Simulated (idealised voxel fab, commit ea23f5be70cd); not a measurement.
This section sets out a process module, namely voxel self aligned contacts.
Cross-section cut spans 215 nm and uses square cells 5 nm in size.
Cross-section layout: square cells on a grid; listed as bands, top to bottom; a band spans one or more cell rows. It is stipulated that each band's entry specify, in nanometres, the height of the top of the band and then that of its bottom, followed by the materials of the band in left-to-right sequence, each together with its width in nanometres. A single material marked by the word "full width" is understood to fill the band from edge to edge; the word "empty" is understood to denote empty space. Height 0 is the level under which the wafer as received is all one material. The lowest band goes on downwards, as in "0..down". The two numbers in a width such as "30 to 40" mark its ends across the band: the first belongs to the top row of cells, the second to the bottom row, and from each row to the next the width moves by the same amount. No cell of the cross-section changed in a step that is given as "remained unchanged". The list in "Closed internal cavities" covers empty spaces of 8 cells or more that cannot reach the top through any open way, and it gives each as width x height at distance; the distance is from the left edge, and width, height and distance are in nm. Read whatever lies past the settings on a step's line as the simulator's own remark about the step. Each step line may optionally specify "overlay nm", which for a step with a mask gives the rightward distance between the mask's planned place and where it lay, a negative value indicating the leftward direction.

# plan
| 1 | op RECEIVE | material Si |
| 2 | op CONFORMAL_DEP | material SiO2 | thk nm 5 |
| 3 | op DIRECTIONAL_DEP | material polySi | thk nm 20 |
| 4 | op DIRECTIONAL_DEP | material SiN | thk nm 25 |
| 5 | op MASKED_ETCH | tone cover | mask id GATE | width nm 15 | pitch nm 60 | etch materials SiN | depth nm 25 | overlay nm 0 |
| 6 | op MASKED_ETCH | tone cover | mask id GATE | width nm 25 | pitch nm 60 | etch materials polySi | depth nm 20 | overlay nm 0 |
| 7 | op CONFORMAL_DEP | material SiN | thk nm 10 |
| 8 | op DIRECTIONAL_ETCH | etch materials SiN | depth nm 10 |
| 9 | op FILL_DEP | material SiO2 | thk nm 10 |
| 10 | op CMP | height nm 55 |
| 11 | op DIRECTIONAL_DEP | material aC | thk nm 10 |
| 12 | op PATTERN | tone open | mask id CONTACT | material resist | width nm 45 | thk nm 30 | overlay nm 0 |
| 13 | op DIRECTIONAL_ETCH | etch materials aC | depth nm 10 |
| 14 | op STRIP | etch materials resist |
| 15 | op DIRECTIONAL_ETCH | etch materials SiO2 | depth nm 55 |
| 16 | op STRIP | etch materials aC |
| 17 | op CONFORMAL_DEP | material TiN | thk nm 5 |
| 18 | op FILL_DEP | material Ru | thk nm 5 |
| 19 | op CMP | height nm 55 |
| 20 | op CONFORMAL_DEP | material SiCN | thk nm 5 |
varied across the wafers: width nm of step 5. The plan shows the first wafer's value. All wafers start alike

# First of several wafers (as received, post step 1), cross-sectional view
- 0..down | Si full width
- Closed internal cavities: none

# Here's the first of several wafers in cross-section, end of the module, after the last step, step 20
- 60..55 | SiCN full width
- 55..50 | SiO2 85 | TiN 15 | Ru 15 | TiN 15 | SiO2 85
- 50..30 | SiO2 60 | SiN 35 | TiN 5 | Ru 15 | TiN 5 | SiN 35 | SiO2 60
- 30..25 | SiO2 60 | SiN 35 | TiN 10 | Ru 5 | TiN 10 | SiN 35 | SiO2 60
- 25..5 | SiO2 55 | SiN 10 | polySi 25 | SiN 10 | TiN 5 | Ru 5 | TiN 5 | SiN 10 | polySi 25 | SiN 10 | SiO2 55
- 5..0 | SiO2 100 | TiN 15 | SiO2 100
- 0..down | Si full width
- Closed internal cavities: none

# End of module: cross-section, last of several wafers
- 60..55 | SiCN full width
- 55..50 | SiO2 85 | TiN 45 | SiO2 85
- 50..25 | SiO2 50 | SiN 120 | SiO2 45
- 25..5 | SiO2 50 | SiN 10 | polySi 40 | SiN 20 | polySi 40 | SiN 10 | SiO2 45
- 5..0 | SiO2 full width
- 0..down | Si full width
- Closed internal cavities: none

# Table: wafers, a row each; end-of-module cell change per material since receipt, gain (+), loss (-); then closed voids
width nm 15; +20 Ru; +43 SiCN; +102 SiN; +282 SiO2; +29 TiN; +40 polySi; Closed internal cavities: none
width nm 20; +15 Ru; +43 SiCN; +112 SiN; +277 SiO2; +29 TiN; +40 polySi; Closed internal cavities: none
width nm 25; +10 Ru; +43 SiCN; +122 SiN; +272 SiO2; +29 TiN; +40 polySi; Closed internal cavities: none
width nm 30; +43 SiCN; +132 SiN; +264 SiO2; +29 TiN; +48 polySi; Closed internal cavities: none
width nm 35; +43 SiCN; +142 SiN; +256 SiO2; +19 TiN; +56 polySi; Closed internal cavities: none
width nm 40; +43 SiCN; +152 SiN; +248 SiO2; +9 TiN; +64 polySi; Closed internal cavities: none
